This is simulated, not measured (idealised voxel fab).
This section sets out a process module, namely voxel transistor to metal.
Section cut is 180 nm wide and gridded with 5 nm square cells.
In this document a cross-section is written as a grid of square cells. It is given as a series of bands, listed from the top down, and a band is one or more rows of cells. Heights first: top, then bottom, in nm. Then materials, left to right, each with a width in nm. "full width" on a single material: fills the band edge to edge. "empty": empty space. Height is counted from the level 0, under which the received wafer is composed throughout of one material. The lowest of the bands is not closed at the bottom but continues downward, in the notation "from 0 down". Top row gets the first number, bottom row gets the second, and each row in between changes by the same step: that is how a band width like "30 to 40" works. Basically "no change occurred" means that step didn't change any cell in the cross-section. Closed-off voids of 8+ cells (no open route to the top) go in "Closed void roster", written width x height at distance from the left edge, in nm. The remark found on a step's line after its settings is issued by the simulator itself and pertains to that step. When a step includes a mask, the "overlay nm" setting on its line states how far to the right of its planned place that mask lay, and negative values state how far to the left. Below you will find pairs of cross-sections. In each, one shows the wafer before one process step and the other after it, with the after view ending at the lowest band that changed. Under each pair is the step separating them, along with its settings. Do not assume the pairs form a chain: they can come from different runs of this module on the same starting wafer, and a pair continues from the pair above it only when its "State on entry" entry says so.
State on entry
  from 60 to 40 = Ru full width
  from 40 to 35 = TiN full width
  from 35 to 25 = 40 of SiO2, then 5 of TiN, then 5 of W, then 5 of TiN, then 65 of SiO2, then 5 of TiN, then 5 of W, then 5 of TiN, then 45 of SiO2
  from 25 to 10 = 40 of SiO2, then 5 of TiN, then 5 of W, then 5 of TiN, then 15 of SiO2, then 5 of SiN, then 5 of HfO2, then 5 of TiN, then 5 of W, then 5 of TiN, then 5 of HfO2, then 5 of SiN, then 15 of SiO2, then 5 of TiN, then 5 of W, then 5 of TiN, then 45 of SiO2
  from 10 to 5 = 40 of SiO2, then 5 of TiN, then 5 of W, then 5 of TiN, then 15 of nSi, then 5 of SiN, then 5 of HfO2, then 5 of TiN, then 5 of W, then 5 of TiN, then 5 of HfO2, then 5 of SiN, then 15 of nSi, then 5 of TiN, then 5 of W, then 5 of TiN, then 45 of SiO2
  from 5 to 0 = 15 of SiO2, then 5 of SiN, then 20 of SiO2, then 5 of TiN, then 5 of W, then 5 of TiN, then 15 of nSi, then 5 of SiN, then 5 of HfO2, then 15 of TiN, then 5 of HfO2, then 5 of SiN, then 15 of nSi, then 5 of TiN, then 5 of W, then 5 of TiN, then 5 of SiN, then 40 of SiO2
  from 0 to -5 = 40 of SiO2, then 15 of TiN, then 15 of nSi, then 35 of HfO2, then 15 of nSi, then 15 of TiN, then 45 of SiO2
  from -5 to -20 = 25 of SiO2, then 45 of nSi, then 35 of Si, then 25 of nSi, then 50 of SiO2
  from -20 to -25 = 25 of SiO2, then 105 of Si, then 50 of SiO2
  from -25 down = Si full width
  Closed void roster: none
Cross-Section After Step
  from 60 to 40 = 40 of empty, then 15 of Ru, then 65 of empty, then 15 of Ru, then 45 of empty
  Nothing below the height 40 has changed.
  Closed void roster: none
Step that separates the before view from the after view above: MASKED_ETCH (tone cover; mask id METAL_1; width nm 15; pitch nm 80; etch materials Ru; depth nm 20; overlay nm 0)
State on entry: this step begins from the cross-section that the pair just above shows after its step.
Cross-Section After Step
  from 60 to 40 = 40 of empty, then 15 of Ru, then 65 of empty, then 15 of Ru, then 45 of empty
  from 40 to 35 = 40 of empty, then 15 of TiN, then 65 of empty, then 15 of TiN, then 45 of empty
  Nothing below the height 35 has changed.
  Closed void roster: none
Step that separates the before view from the after view above: MASKED_ETCH (tone cover; mask id METAL_1; width nm 15; pitch nm 80; etch materials TiN; depth nm 5; overlay nm 0)
State on entry: this step begins from the cross-section that the pair just above shows after its step.
Cross-Section After Step
  from 65 to 60 = 35 of empty, then 25 of SiN, then 55 of empty, then 25 of SiN, then 40 of empty
  from 60 to 40 = 35 of empty, then 5 of SiN, then 15 of Ru, then 5 of SiN, then 55 of empty, then 5 of SiN, then 15 of Ru, then 5 of SiN, then 40 of empty
  from 40 to 35 = 40 of SiN, then 15 of TiN, then 65 of SiN, then 15 of TiN, then 45 of SiN
  Nothing below the height 35 has changed.
  Closed void roster: none
Step that separates the before view from the after view above: CONFORMAL_DEP (material SiN; thk nm 5)
State on entry: this step begins from the cross-section that the pair just above shows after its step.
Cross-Section After Step
  from 75 to 65 = SiO2 full width
  from 65 to 60 = 35 of SiO2, then 25 of SiN, then 55 of SiO2, then 25 of SiN, then 40 of SiO2
  from 60 to 40 = 35 of SiO2, then 5 of SiN, then 15 of Ru, then 5 of SiN, then 55 of SiO2, then 5 of SiN, then 15 of Ru, then 5 of SiN, then 40 of SiO2
  Nothing below the height 40 has changed.
  Closed void roster: none
Step that separates the before view from the after view above: FILL_DEP (material SiO2; thk nm 10)
State on entry: this step begins from the cross-section that the pair just above shows after its step.
Cross-Section After Step
  from 60 to 40 = 35 of SiO2, then 5 of SiN, then 15 of Ru, then 5 of SiN, then 55 of SiO2, then 5 of SiN, then 15 of Ru, then 5 of SiN, then 40 of SiO2
  Nothing below the height 40 has changed.
  Closed void roster: none
Step that separates the before view from the after view above: CMP (height nm 60)
State on entry: this step begins from the cross-section that the pair just above shows after its step.
Cross-Section After Step
  from 65 to 60 = SiCN full width
  Nothing below the height 60 has changed.
  Closed void roster: none
Step that separates the before view from the after view above: CONFORMAL_DEP (material SiCN; thk nm 5)
State on entry
  from 40 to 35 = TiN full width
  from 35 to 25 = 40 of SiO2, then 5 of TiN, then 5 of W, then 5 of TiN, then 65 of SiO2, then 5 of TiN, then 5 of W, then 5 of TiN, then 45 of SiO2
  from 25 to 10 = 40 of SiO2, then 5 of TiN, then 5 of W, then 5 of TiN, then 15 of SiO2, then 5 of SiN, then 5 of HfO2, then 5 of TiN, then 5 of W, then 5 of TiN, then 5 of HfO2, then 5 of SiN, then 15 of SiO2, then 5 of TiN, then 5 of W, then 5 of TiN, then 45 of SiO2
  from 10 to 5 = 40 of SiO2, then 5 of TiN, then 5 of W, then 5 of TiN, then 15 of nSi, then 5 of SiN, then 5 of HfO2, then 5 of TiN, then 5 of W, then 5 of TiN, then 5 of HfO2, then 5 of SiN, then 15 of nSi, then 5 of TiN, then 5 of W, then 5 of TiN, then 45 of SiO2
  from 5 to 0 = 25 of SiO2, then 5 of SiN, then 10 of SiO2, then 5 of TiN, then 5 of W, then 5 of TiN, then 15 of nSi, then 5 of SiN, then 5 of HfO2, then 15 of TiN, then 5 of HfO2, then 5 of SiN, then 15 of nSi, then 5 of TiN, then 5 of W, then 5 of TiN, then 10 of SiO2, then 5 of SiN, then 30 of SiO2
  from 0 to -5 = 40 of SiO2, then 15 of TiN, then 15 of nSi, then 35 of HfO2, then 15 of nSi, then 15 of TiN, then 45 of SiO2
  from -5 to -20 = 35 of SiO2, then 35 of nSi, then 35 of Si, then 35 of nSi, then 40 of SiO2
  from -20 to -25 = 35 of SiO2, then 105 of Si, then 40 of SiO2
  from -25 down = Si full width
  Closed void roster: none
Cross-Section After Step
  from 60 to 40 = SiO2 full width
  Nothing below the height 40 has changed.
  Closed void roster: none
Step that separates the before view from the after view above: DIRECTIONAL_DEP (material SiO2; thk nm 20)
State on entry: this step begins from the cross-section that the pair just above shows after its step.
Cross-Section After Step
  from 65 to 60 = SiN full width
  Nothing below the height 60 has changed.
  Closed void roster: none
Step that separates the before view from the after view above: CONFORMAL_DEP (material SiN; thk nm 5)
State on entry: this step begins from the cross-section that the pair just above shows after its step.
Cross-Section After Step
  from 75 to 65 = SiO2 full width
  Nothing below the height 65 has changed.
  Closed void roster: none
Step that separates the before view from the after view above: FILL_DEP (material SiO2; thk nm 10)
State on entry: this step begins from the cross-section that the pair just above shows after its step.
Cross-Section After Step
  from 60 to 40 = SiO2 full width
  Nothing below the height 40 has changed.
  Closed void roster: none
Step that separates the before view from the after view above: CMP (height nm 60)
State on entry: this step begins from the cross-section that the pair just above shows after its step.
Cross-Section After Step
  from 65 to 60 = SiCN full width
  Nothing below the height 60 has changed.
  Closed void roster: none
Step that separates the before view from the after view above: CONFORMAL_DEP (material SiCN; thk nm 5)
State on entry
  from 30 to 15 = aC full width
  from 15 to 5 = SiN full width
  from 5 to 0 = SiO2 full width
  from 0 down = Si full width
  Closed void roster: none
Cross-Section After Step
  from 65 to 30 = 30 of resist, then 115 of empty, then 35 of resist
  Nothing below the height 30 has changed.
  Closed void roster: none
Step that separates the before view from the after view above: PATTERN (tone open; mask id ACTIVE; material resist; width nm 115; thk nm 35; overlay nm 0)
State on entry: this step begins from the cross-section that the pair just above shows after its step.
Cross-Section After Step
  from 50 to 30 = 30 of resist, then 115 of empty, then 35 of resist
  from 30 to 15 = 30 of aC, then 115 of empty, then 35 of aC
  Nothing below the height 15 has changed.
  Closed void roster: none
Step that separates the before view from the after view above: DIRECTIONAL_ETCH (etch materials aC; depth nm 15)
State on entry: this step begins from the cross-section that the pair just above shows after its step.
Cross-Section After Step
  from 30 to 15 = 30 of aC, then 115 of empty, then 35 of aC
  Nothing below the height 15 has changed.
  Closed void roster: none
Step that separates the before view from the after view above: STRIP (etch materials resist)
State on entry: this step begins from the cross-section that the pair just above shows after its step.
Cross-Section After Step
  from 30 to 15 = 30 of aC, then 115 of empty, then 35 of aC
  from 15 to 5 = 30 of SiN, then 115 of empty, then 35 of SiN
  Nothing below the height 5 has changed.
  Closed void roster: none
Step that separates the before view from the after view above: DIRECTIONAL_ETCH (etch materials SiN; depth nm 10)
State on entry: this step begins from the cross-section that the pair just above shows after its step.
Cross-Section After Step
  from 30 to 15 = 30 of aC, then 115 of empty, then 35 of aC
  from 15 to 5 = 30 of SiN, then 115 of empty, then 35 of SiN
  from 5 to 0 = 30 of SiO2, then 115 of empty, then 35 of SiO2
  Nothing below the height 0 has changed.
  Closed void roster: none
Step that separates the before view from the after view above: DIRECTIONAL_ETCH (etch materials SiO2; depth nm 5)
State on entry: this step begins from the cross-section that the pair just above shows after its step.
Cross-Section After Step
  from 30 to 15 = 30 of aC, then 115 of empty, then 35 of aC
  from 15 to 5 = 30 of SiN, then 115 of empty, then 35 of SiN
  from 5 to 0 = 30 of SiO2, then 115 of empty, then 35 of SiO2
  from 0 to -20 = 30 of Si, then 115 of empty, then 35 of Si
  Nothing below the height -20 has changed.
  Closed void roster: none
Step that separates the before view from the after view above: DIRECTIONAL_ETCH (etch materials Si; depth nm 20)
State on entry: this step begins from the cross-section that the pair just above shows after its step.
Cross-Section After Step
  from 15 to 5 = 30 of SiN, then 115 of empty, then 35 of SiN
  Nothing below the height 5 has changed.
  Closed void roster: none
Step that separates the before view from the after view above: STRIP (etch materials aC)
State on entry: this step begins from the cross-section that the pair just above shows after its step.
Cross-Section After Step
  from 15 to 5 = 30 of SiN, then 115 of empty, then 35 of SiN
  from 5 to 0 = 30 of SiO2, then 115 of empty, then 35 of SiO2
  from 0 to -20 = 25 of Si, then 5 of SiO2, then 115 of empty, then 5 of SiO2, then 30 of Si
  from -20 to -25 = 25 of Si, then 125 of SiO2, then 30 of Si
  Nothing below the height -25 has changed.
  Closed void roster: none
Step that separates the before view from the after view above: OXIDIZE (depth nm 5)
State on entry: this step begins from the cross-section that the pair just above shows after its step.
Cross-Section After Step
  from 30 to 15 = SiO2 full width
  from 15 to 5 = 30 of SiN, then 115 of SiO2, then 35 of SiN
  from 5 to 0 = SiO2 full width
  from 0 to -25 = 25 of Si, then 125 of SiO2, then 30 of Si
  Nothing below the height -25 has changed.
  Closed void roster: none
Step that separates the before view from the after view above: FILL_DEP (material SiO2; thk nm 15)
State on entry: this step begins from the cross-section that the pair just above shows after its step.
Cross-Section After Step
  from 15 to 5 = 30 of SiN, then 115 of SiO2, then 35 of SiN
  Nothing below the height 5 has changed.
  Closed void roster: none
Step that separates the before view from the after view above: CMP (height nm 15)
State on entry: this step begins from the cross-section that the pair just above shows after its step.
Cross-Section After Step
  from 15 to 10 = 30 of SiN, then 115 of empty, then 35 of SiN
  Nothing below the height 10 has changed.
  Closed void roster: none
Step that separates the before view from the after view above: SELECTIVE_ETCH (etch materials SiO2; depth nm 5)
State on entry: this step begins from the cross-section that the pair just above shows after its step.
Cross-Section After Step
  from 10 to 5 = 30 of empty, then 115 of SiO2, then 35 of empty
  Nothing below the height 5 has changed.
  Closed void roster: none
Step that separates the before view from the after view above: STRIP (etch materials SiN)
State on entry: this step begins from the cross-section that the pair just above shows after its step.
Cross-Section After Step
  from 5 to 0 = 35 of empty, then 105 of SiO2, then 40 of empty
  Nothing below the height 0 has changed.
  Closed void roster: none
Step that separates the before view from the after view above: SELECTIVE_ETCH (etch materials SiO2; depth nm 5)
State on entry: this step begins from the cross-section that the pair just above shows after its step.
Cross-Section After Step
  from 5 to 0 = 35 of empty, then 105 of SiO2, then 40 of empty
  from 0 to -5 = SiO2 full width
  Nothing below the height -5 has changed.
  Closed void roster: none
Step that separates the before view from the after view above: OXIDIZE (depth nm 5)
State on entry: this step begins from the cross-section that the pair just above shows after its step.
Cross-Section After Step
  from 35 to 30 = 35 of empty, then 105 of polySi, then 40 of empty
  from 30 to 5 = polySi full width
  from 5 to 0 = 35 of polySi, then 105 of SiO2, then 40 of polySi
  Nothing below the height 0 has changed.
  Closed void roster: none
Step that separates the before view from the after view above: DIRECTIONAL_DEP (material polySi; thk nm 30)
State on entry: this step begins from the cross-section that the pair just above shows after its step.
Cross-Section After Step
  from 45 to 40 = 35 of empty, then 105 of SiCN, then 40 of empty
  from 40 to 35 = SiCN full width
  from 35 to 30 = 35 of SiCN, then 105 of polySi, then 40 of SiCN
  Nothing below the height 30 has changed.
  Closed void roster: none
Step that separates the before view from the after view above: DIRECTIONAL_DEP (material SiCN; thk nm 10)
State on entry: this step begins from the cross-section that the pair just above shows after its step.
Cross-Section After Step
  from 45 to 35 = 75 of empty, then 25 of SiCN, then 80 of empty
  from 35 to 30 = 35 of empty, then 105 of polySi, then 40 of empty
  Nothing below the height 30 has changed.
  Closed void roster: none
Step that separates the before view from the after view above: MASKED_ETCH (tone cover; mask id GATE; width nm 25; etch materials SiCN; depth nm 20; overlay nm 0)
State on entry: this step begins from the cross-section that the pair just above shows after its step.
Cross-Section After Step
  from 45 to 35 = 75 of empty, then 25 of SiCN, then 80 of empty
  from 35 to 5 = 75 of empty, then 25 of polySi, then 80 of empty
  from 5 to 0 = 35 of empty, then 105 of SiO2, then 40 of empty
  Nothing below the height 0 has changed.
  Closed void roster: none
Step that separates the before view from the after view above: MASKED_ETCH (tone cover; mask id GATE; width nm 25; etch materials polySi; depth nm 40; overlay nm 0)
State on entry: this step begins from the cross-section that the pair just above shows after its step.
Cross-Section After Step
  from 50 to 45 = 70 of empty, then 35 of SiN, then 75 of empty
  from 45 to 35 = 70 of empty, then 5 of SiN, then 25 of SiCN, then 5 of SiN, then 75 of empty
  from 35 to 10 = 70 of empty, then 5 of SiN, then 25 of polySi, then 5 of SiN, then 75 of empty
  from 10 to 5 = 30 of empty, then 45 of SiN, then 25 of polySi, then 45 of SiN, then 35 of empty
  from 5 to 0 = 35 of SiN, then 105 of SiO2, then 40 of SiN
  Nothing below the height 0 has changed.
  Closed void roster: none
Step that separates the before view from the after view above: CONFORMAL_DEP (material SiN; thk nm 5)
State on entry: this step begins from the cross-section that the pair just above shows after its step.
Cross-Section After Step
  from 45 to 35 = 70 of empty, then 5 of SiN, then 25 of SiCN, then 5 of SiN, then 75 of empty
  from 35 to 5 = 70 of empty, then 5 of SiN, then 25 of polySi, then 5 of SiN, then 75 of empty
  from 5 to 0 = 30 of empty, then 5 of SiN, then 105 of SiO2, then 5 of SiN, then 35 of empty
  Nothing below the height 0 has changed.
  Closed void roster: none
Step that separates the before view from the after view above: DIRECTIONAL_ETCH (etch materials SiN; depth nm 5)
State on entry: this step begins from the cross-section that the pair just above shows after its step.
Cross-Section After Step
  from 45 to 35 = 70 of empty, then 5 of SiN, then 25 of SiCN, then 5 of SiN, then 75 of empty
  from 35 to 5 = 70 of empty, then 5 of SiN, then 25 of polySi, then 5 of SiN, then 75 of empty
  from 5 to 0 = 30 of empty, then 5 of SiN, then 35 of empty, then 35 of SiO2, then 35 of empty, then 5 of SiN, then 35 of empty
  from 0 to -5 = 30 of empty, then 115 of SiO2, then 35 of empty
  Nothing below the height -5 has changed.
  Closed void roster: none
Step that separates the before view from the after view above: DIRECTIONAL_ETCH (etch materials SiO2; depth nm 5)
State on entry: this step begins from the cross-section that the pair just above shows after its step.
Cross-Section After Step
  from 45 to 35 = 70 of empty, then 5 of SiN, then 25 of SiCN, then 5 of SiN, then 75 of empty
  from 35 to 5 = 70 of empty, then 5 of SiN, then 25 of polySi, then 5 of SiN, then 75 of empty
  from 5 to 0 = 30 of empty, then 5 of SiN, then 35 of empty, then 35 of SiO2, then 35 of empty, then 5 of SiN, then 35 of empty
  from 0 to -5 = 30 of empty, then 115 of SiO2, then 35 of empty
  from -5 to -20 = 25 of empty, then 125 of SiO2, then 30 of empty
  Nothing below the height -20 has changed.
  Closed void roster: none
Step that separates the before view from the after view above: DIRECTIONAL_ETCH (etch materials Si; depth nm 15)
State on entry: this step begins from the cross-section that the pair just above shows after its step.
Cross-Section After Step
  from 45 to 35 = 70 of empty, then 5 of SiN, then 25 of SiCN, then 5 of SiN, then 75 of empty
  from 35 to 5 = 70 of empty, then 5 of SiN, then 25 of polySi, then 5 of SiN, then 75 of empty
  from 5 to 0 = 30 of empty, then 5 of SiN, then 35 of empty, then 35 of SiO2, then 35 of empty, then 5 of SiN, then 35 of empty
  from 0 to -5 = 30 of empty, then 115 of SiO2, then 35 of empty
  from -5 to -20 = 25 of nSi, then 125 of SiO2, then 30 of nSi
  Nothing below the height -20 has changed.
  Closed void roster: none
Step that separates the before view from the after view above: EPI (material nSi; thk nm 15)
State on entry: this step begins from the cross-section that the pair just above shows after its step.
Cross-Section After Step
  from 50 to 45 = SiO2 full width
  from 45 to 35 = 70 of SiO2, then 5 of SiN, then 25 of SiCN, then 5 of SiN, then 75 of SiO2
  from 35 to 5 = 70 of SiO2, then 5 of SiN, then 25 of polySi, then 5 of SiN, then 75 of SiO2
  from 5 to 0 = 30 of SiO2, then 5 of SiN, then 105 of SiO2, then 5 of SiN, then 35 of SiO2
  from 0 to -5 = SiO2 full width
  Nothing below the height -5 has changed.
  Closed void roster: none
Step that separates the before view from the after view above: FILL_DEP (material SiO2; thk nm 5)
State on entry: this step begins from the cross-section that the pair just above shows after its step.
Cross-Section After Step
  from 30 to 5 = 70 of SiO2, then 5 of SiN, then 25 of polySi, then 5 of SiN, then 75 of SiO2
  Nothing below the height 5 has changed.
  Closed void roster: none
Step that separates the before view from the after view above: CMP (height nm 30)
State on entry: this step begins from the cross-section that the pair just above shows after its step.
Cross-Section After Step
  from 30 to 5 = 70 of SiO2, then 5 of SiN, then 25 of empty, then 5 of SiN, then 75 of SiO2
  Nothing below the height 5 has changed.
  Closed void roster: none
Step that separates the before view from the after view above: STRIP (etch materials polySi)
State on entry: this step begins from the cross-section that the pair just above shows after its step.
Cross-Section After Step
  from 30 to 25 = 70 of empty, then 5 of SiN, then 25 of empty, then 5 of SiN, then 75 of empty
  from 25 to 5 = 70 of SiO2, then 5 of SiN, then 25 of empty, then 5 of SiN, then 75 of SiO2
  from 5 to 0 = 30 of SiO2, then 5 of SiN, then 35 of SiO2, then 35 of empty, then 35 of SiO2, then 5 of SiN, then 35 of SiO2
  Nothing below the height 0 has changed.
  Closed void roster: none
Step that separates the before view from the after view above: SELECTIVE_ETCH (etch materials SiO2; depth nm 5)
State on entry: this step begins from the cross-section that the pair just above shows after its step.
Cross-Section After Step
  from 35 to 30 = 65 of empty, then 15 of HfO2, then 15 of empty, then 15 of HfO2, then 70 of empty
  from 30 to 25 = 70 of HfO2, then 5 of SiN, then 5 of HfO2, then 15 of empty, then 5 of HfO2, then 5 of SiN, then 75 of HfO2
  from 25 to 5 = 70 of SiO2, then 5 of SiN, then 5 of HfO2, then 15 of empty, then 5 of HfO2, then 5 of SiN, then 75 of SiO2
  from 5 to 0 = 30 of SiO2, then 5 of SiN, then 35 of SiO2, then 35 of HfO2, then 35 of SiO2, then 5 of SiN, then 35 of SiO2
  Nothing below the height 0 has changed.
  Closed void roster: none
Step that separates the before view from the after view above: CONFORMAL_DEP (material HfO2; thk nm 5)
State on entry: this step begins from the cross-section that the pair just above shows after its step.
Cross-Section After Step
  from 40 to 35 = 60 of empty, then 25 of TiN, then 5 of empty, then 25 of TiN, then 65 of empty
  from 35 to 30 = 65 of TiN, then 15 of HfO2, then 5 of TiN, then 5 of empty, then 5 of TiN, then 15 of HfO2, then 70 of TiN
  from 30 to 25 = 70 of HfO2, then 5 of SiN, then 5 of HfO2, then 5 of TiN, then 5 of empty, then 5 of TiN, then 5 of HfO2, then 5 of SiN, then 75 of HfO2
  from 25 to 10 = 70 of SiO2, then 5 of SiN, then 5 of HfO2, then 5 of TiN, then 5 of empty, then 5 of TiN, then 5 of HfO2, then 5 of SiN, then 75 of SiO2
  from 10 to 5 = 70 of SiO2, then 5 of SiN, then 5 of HfO2, then 15 of TiN, then 5 of HfO2, then 5 of SiN, then 75 of SiO2
  Nothing below the height 5 has changed.
  Closed void roster: none
Step that separates the before view from the after view above: CONFORMAL_DEP (material TiN; thk nm 5)
State on entry: this step begins from the cross-section that the pair just above shows after its step.
Cross-Section After Step
  from 50 to 40 = W full width
  from 40 to 35 = 60 of W, then 25 of TiN, then 5 of W, then 25 of TiN, then 65 of W
  from 35 to 30 = 65 of TiN, then 15 of HfO2, then 5 of TiN, then 5 of W, then 5 of TiN, then 15 of HfO2, then 70 of TiN
  from 30 to 25 = 70 of HfO2, then 5 of SiN, then 5 of HfO2, then 5 of TiN, then 5 of W, then 5 of TiN, then 5 of HfO2, then 5 of SiN, then 75 of HfO2
  from 25 to 10 = 70 of SiO2, then 5 of SiN, then 5 of HfO2, then 5 of TiN, then 5 of W, then 5 of TiN, then 5 of HfO2, then 5 of SiN, then 75 of SiO2
  Nothing below the height 10 has changed.
  Closed void roster: none
Step that separates the before view from the after view above: FILL_DEP (material W; thk nm 10)
State on entry: this step begins from the cross-section that the pair just above shows after its step.
Cross-Section After Step
  from 25 to 10 = 70 of SiO2, then 5 of SiN, then 5 of HfO2, then 5 of TiN, then 5 of W, then 5 of TiN, then 5 of HfO2, then 5 of SiN, then 75 of SiO2
  Nothing below the height 10 has changed.
  Closed void roster: none
Step that separates the before view from the after view above: CMP (height nm 25)
State on entry: this step begins from the cross-section that the pair just above shows after its step.
Cross-Section After Step
  from 35 to 25 = SiO2 full width
  Nothing below the height 25 has changed.
  Closed void roster: none
Step that separates the before view from the after view above: DIRECTIONAL_DEP (material SiO2; thk nm 10)
State on entry: this step begins from the cross-section that the pair just above shows after its step.
Cross-Section After Step
  from 35 to 25 = 40 of SiO2, then 15 of empty, then 65 of SiO2, then 15 of empty, then 45 of SiO2
  from 25 to 10 = 40 of SiO2, then 15 of empty, then 15 of SiO2, then 5 of SiN, then 5 of HfO2, then 5 of TiN, then 5 of W, then 5 of TiN, then 5 of HfO2, then 5 of SiN, then 15 of SiO2, then 15 of empty, then 45 of SiO2
  from 10 to 5 = 40 of SiO2, then 15 of empty, then 15 of SiO2, then 5 of SiN, then 5 of HfO2, then 15 of TiN, then 5 of HfO2, then 5 of SiN, then 15 of SiO2, then 15 of empty, then 45 of SiO2
  from 5 to 0 = 30 of SiO2, then 5 of SiN, then 5 of SiO2, then 15 of empty, then 15 of SiO2, then 35 of HfO2, then 15 of SiO2, then 15 of empty, then 5 of SiO2, then 5 of SiN, then 35 of SiO2
  from 0 to -5 = 40 of SiO2, then 15 of empty, then 65 of SiO2, then 15 of empty, then 45 of SiO2
  Nothing below the height -5 has changed.
  Closed void roster: none
Step that separates the before view from the after view above: MASKED_ETCH (tone open; mask id CONTACT; width nm 15; pitch nm 80; etch materials SiO2; depth nm 40; overlay nm 0)
State on entry: this step begins from the cross-section that the pair just above shows after its step.
Cross-Section After Step
  from 40 to 35 = 45 of TiN, then 5 of empty, then 75 of TiN, then 5 of empty, then 50 of TiN
  from 35 to 25 = 40 of SiO2, then 5 of TiN, then 5 of empty, then 5 of TiN, then 65 of SiO2, then 5 of TiN, then 5 of empty, then 5 of TiN, then 45 of SiO2
  from 25 to 10 = 40 of SiO2, then 5 of TiN, then 5 of empty, then 5 of TiN, then 15 of SiO2, then 5 of SiN, then 5 of HfO2, then 5 of TiN, then 5 of W, then 5 of TiN, then 5 of HfO2, then 5 of SiN, then 15 of SiO2, then 5 of TiN, then 5 of empty, then 5 of TiN, then 45 of SiO2
  from 10 to 5 = 40 of SiO2, then 5 of TiN, then 5 of empty, then 5 of TiN, then 15 of SiO2, then 5 of SiN, then 5 of HfO2, then 15 of TiN, then 5 of HfO2, then 5 of SiN, then 15 of SiO2, then 5 of TiN, then 5 of empty, then 5 of TiN, then 45 of SiO2
  from 5 to 0 = 30 of SiO2, then 5 of SiN, then 5 of SiO2, then 5 of TiN, then 5 of empty, then 5 of TiN, then 15 of SiO2, then 35 of HfO2, then 15 of SiO2, then 5 of TiN, then 5 of empty, then 5 of TiN, then 5 of SiO2, then 5 of SiN, then 35 of SiO2
  from 0 to -5 = 40 of SiO2, then 15 of TiN, then 65 of SiO2, then 15 of TiN, then 45 of SiO2
  Nothing below the height -5 has changed.
  Closed void roster: none
Step that separates the before view from the after view above: CONFORMAL_DEP (material TiN; thk nm 5)
State on entry: this step begins from the cross-section that the pair just above shows after its step.
Cross-Section After Step
  from 45 to 40 = W full width
  from 40 to 35 = 45 of TiN, then 5 of W, then 75 of TiN, then 5 of W, then 50 of TiN
  from 35 to 25 = 40 of SiO2, then 5 of TiN, then 5 of W, then 5 of TiN, then 65 of SiO2, then 5 of TiN, then 5 of W, then 5 of TiN, then 45 of SiO2
  from 25 to 10 = 40 of SiO2, then 5 of TiN, then 5 of W, then 5 of TiN, then 15 of SiO2, then 5 of SiN, then 5 of HfO2, then 5 of TiN, then 5 of W, then 5 of TiN, then 5 of HfO2, then 5 of SiN, then 15 of SiO2, then 5 of TiN, then 5 of W, then 5 of TiN, then 45 of SiO2
  from 10 to 5 = 40 of SiO2, then 5 of TiN, then 5 of W, then 5 of TiN, then 15 of SiO2, then 5 of SiN, then 5 of HfO2, then 15 of TiN, then 5 of HfO2, then 5 of SiN, then 15 of SiO2, then 5 of TiN, then 5 of W, then 5 of TiN, then 45 of SiO2
  from 5 to 0 = 30 of SiO2, then 5 of SiN, then 5 of SiO2, then 5 of TiN, then 5 of W, then 5 of TiN, then 15 of SiO2, then 35 of HfO2, then 15 of SiO2, then 5 of TiN, then 5 of W, then 5 of TiN, then 5 of SiO2, then 5 of SiN, then 35 of SiO2
  Nothing below the height 0 has changed.
  Closed void roster: none
Step that separates the before view from the after view above: FILL_DEP (material W; thk nm 5)
State on entry: this step begins from the cross-section that the pair just above shows after its step.
Cross-Section After Step
  from 35 to 25 = 40 of SiO2, then 5 of TiN, then 5 of W, then 5 of TiN, then 65 of SiO2, then 5 of TiN, then 5 of W, then 5 of TiN, then 45 of SiO2
  Nothing below the height 25 has changed.
  Closed void roster: none
Step that separates the before view from the after view above: CMP (height nm 35)
State on entry: this step begins from the cross-section that the pair just above shows after its step.
Cross-Section After Step
  from 40 to 35 = TiN full width
  Nothing below the height 35 has changed.
  Closed void roster: none
Step that separates the before view from the after view above: DIRECTIONAL_DEP (material TiN; thk nm 5)
State on entry: this step begins from the cross-section that the pair just above shows after its step.
Cross-Section After Step
  from 60 to 40 = Ru full width
  Nothing below the height 40 has changed.
  Closed void roster: none
Step that separates the before view from the after view above: DIRECTIONAL_DEP (material Ru; thk nm 20)
State on entry: this step begins from the cross-section that the pair just above shows after its step.
Cross-Section After Step
  from 60 to 40 = 40 of empty, then 15 of Ru, then 65 of empty, then 15 of Ru, then 45 of empty
  Nothing below the height 40 has changed.
  Closed void roster: none
Step that separates the before view from the after view above: MASKED_ETCH (tone cover; mask id METAL_1; width nm 15; pitch nm 80; etch materials Ru; depth nm 20; overlay nm 0)
State on entry: this step begins from the cross-section that the pair just above shows after its step.
Cross-Section After Step
  from 60 to 40 = 40 of empty, then 15 of Ru, then 65 of empty, then 15 of Ru, then 45 of empty
  from 40 to 35 = 40 of empty, then 15 of TiN, then 65 of empty, then 15 of TiN, then 45 of empty
  Nothing below the height 35 has changed.
  Closed void roster: none
Step that separates the before view from the after view above: MASKED_ETCH (tone cover; mask id METAL_1; width nm 15; pitch nm 80; etch materials TiN; depth nm 5; overlay nm 0)
State on entry: this step begins from the cross-section that the pair just above shows after its step.
Cross-Section After Step
  from 65 to 60 = 35 of empty, then 25 of SiN, then 55 of empty, then 25 of SiN, then 40 of empty
  from 60 to 40 = 35 of empty, then 5 of SiN, then 15 of Ru, then 5 of SiN, then 55 of empty, then 5 of SiN, then 15 of Ru, then 5 of SiN, then 40 of empty
  from 40 to 35 = 40 of SiN, then 15 of TiN, then 65 of SiN, then 15 of TiN, then 45 of SiN
  Nothing below the height 35 has changed.
  Closed void roster: none
Step that separates the before view from the after view above: CONFORMAL_DEP (material SiN; thk nm 5)
State on entry: this step begins from the cross-section that the pair just above shows after its step.
Cross-Section After Step
  from 75 to 65 = SiO2 full width
  from 65 to 60 = 35 of SiO2, then 25 of SiN, then 55 of SiO2, then 25 of SiN, then 40 of SiO2
  from 60 to 40 = 35 of SiO2, then 5 of SiN, then 15 of Ru, then 5 of SiN, then 55 of SiO2, then 5 of SiN, then 15 of Ru, then 5 of SiN, then 40 of SiO2
  Nothing below the height 40 has changed.
  Closed void roster: none
Step that separates the before view from the after view above: FILL_DEP (material SiO2; thk nm 10)
State on entry: this step begins from the cross-section that the pair just above shows after its step.
Cross-Section After Step
  from 60 to 40 = 35 of SiO2, then 5 of SiN, then 15 of Ru, then 5 of SiN, then 55 of SiO2, then 5 of SiN, then 15 of Ru, then 5 of SiN, then 40 of SiO2
  Nothing below the height 40 has changed.
  Closed void roster: none
Step that separates the before view from the after view above: CMP (height nm 60)
State on entry: this step begins from the cross-section that the pair just above shows after its step.
Cross-Section After Step
  from 65 to 60 = SiCN full width
  Nothing below the height 60 has changed.
  Closed void roster: none
Step that separates the before view from the after view above: CONFORMAL_DEP (material SiCN; thk nm 5)
